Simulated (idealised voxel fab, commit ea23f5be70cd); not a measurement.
Process module, titled voxel wiring stack
Cross-sectional view cut (width: 225 nm; square cell size: 5 nm).
Throughout this document, each cross-section is represented as a grid of square cells and is presented as a sequence of bands enumerated from the top downward, where a band comprises one or more rows of cells. Heads up on the band format: heights come first, top then bottom, in nm. After that it's the materials left to right, each with its width in nm. A single material flagged "everywhere" fills the whole band edge to edge, and "blank" means there's empty space there. Beneath 0, the wafer as received is one material, and that level is where height counting begins. The lowest band goes on downward without a bottom; it is written like "0 nm and below". A width given as "30->40" starts at the first number in the band's top row and ends at the second number in its bottom row, shifting by an equal amount at every step from row to row. You'll sometimes find "nothing altered" written for a step, and that's the way of saying that nowhere in the cross-section did a cell change during that step. What "Trapped voids" gives you is every empty space of 8 cells or more that is cut off from the top. Each appears as width x height at distance, with the distance taken from the left edge and width, height and distance all in nm. On each step's line, the part that comes after the settings is the simulator's own comment on the step. A step line may carry the setting "overlay nm", which, for steps involving a mask, states the distance by which the mask lay to the right of its intended position; negative values denote displacement to the left.

THE PROCESS STEPS THAT WERE PLANNED ARE LISTED BELOW
step 1: RECEIVE [material Si]
step 2: CONFORMAL_DEP [material SiO2] [thk nm 10]
step 3: DIRECTIONAL_DEP [material TiN] [thk nm 5]
step 4: DIRECTIONAL_DEP [material Ru] [thk nm 15]
step 5: PATTERN [tone cover] [mask id METAL_1] [material resist] [width nm 25] [pitch nm 45] [thk nm 20] [overlay nm 0]
step 6: DIRECTIONAL_ETCH [etch materials Ru] [depth nm 15]
step 7: DIRECTIONAL_ETCH [etch materials TiN] [depth nm 5]
step 8: STRIP [etch materials resist]
step 9: FILL_DEP [material lowk] [thk nm 5]
step 10: CMP [height nm 30]
step 11: CONFORMAL_DEP [material SiCN] [thk nm 5]
step 12: DIRECTIONAL_DEP [material lowk] [thk nm 30]
step 13: MASKED_ETCH [tone open] [mask id METAL_2_HOLES] [width nm 15] [pitch nm 45] [etch materials lowk] [depth nm 30] [overlay nm 0]
step 14: MASKED_ETCH [tone open] [mask id METAL_2] [width nm 25] [pitch nm 45] [etch materials lowk] [depth nm 20] [overlay nm 0]
step 15: MASKED_ETCH [tone open] [mask id METAL_2] [width nm 25] [pitch nm 45] [etch materials SiCN] [depth nm 5] [overlay nm 0]
step 16: CONFORMAL_DEP [material TiN] [thk nm 5]
step 17: FILL_DEP [material Cu] [thk nm 5]
step 18: CMP [height nm 65]
step 19: CONFORMAL_DEP [material SiN] [thk nm 5]
Same starting wafers, different thk nm at step 11. Plan value belongs to the first wafer.

AS-RECEIVED STATE AFTER STEP 1, FIRST OF SEVERAL WAFERS, CROSS-SECTION
	0 nm and below = Si everywhere
	Trapped voids: none

EVERY ROW IN THIS TABLE IS A WAFER AT THE END OF THE MODULE, AND IT GIVES, FOR EACH OF THE MATERIALS, THE CELLS THAT WAFER HAS GAINED (+) OR LOST (-) SINCE IT WAS RECEIVED, THEN ITS CLOSED VOIDS
thk nm 5; +36 Cu; +45 Ru; +36 SiCN; +45 SiN; +90 SiO2; +66 TiN; +312 lowk; Trapped voids: none
thk nm 10; +27 Cu; +45 Ru; +81 SiCN; +45 SiN; +90 SiO2; +60 TiN; +282 lowk; Trapped voids: none
thk nm 15; +18 Cu; +45 Ru; +126 SiCN; +45 SiN; +90 SiO2; +54 TiN; +252 lowk; Trapped voids: none
thk nm 20; +9 Cu; +45 Ru; +171 SiCN; +45 SiN; +90 SiO2; +48 TiN; +222 lowk; Trapped voids: none
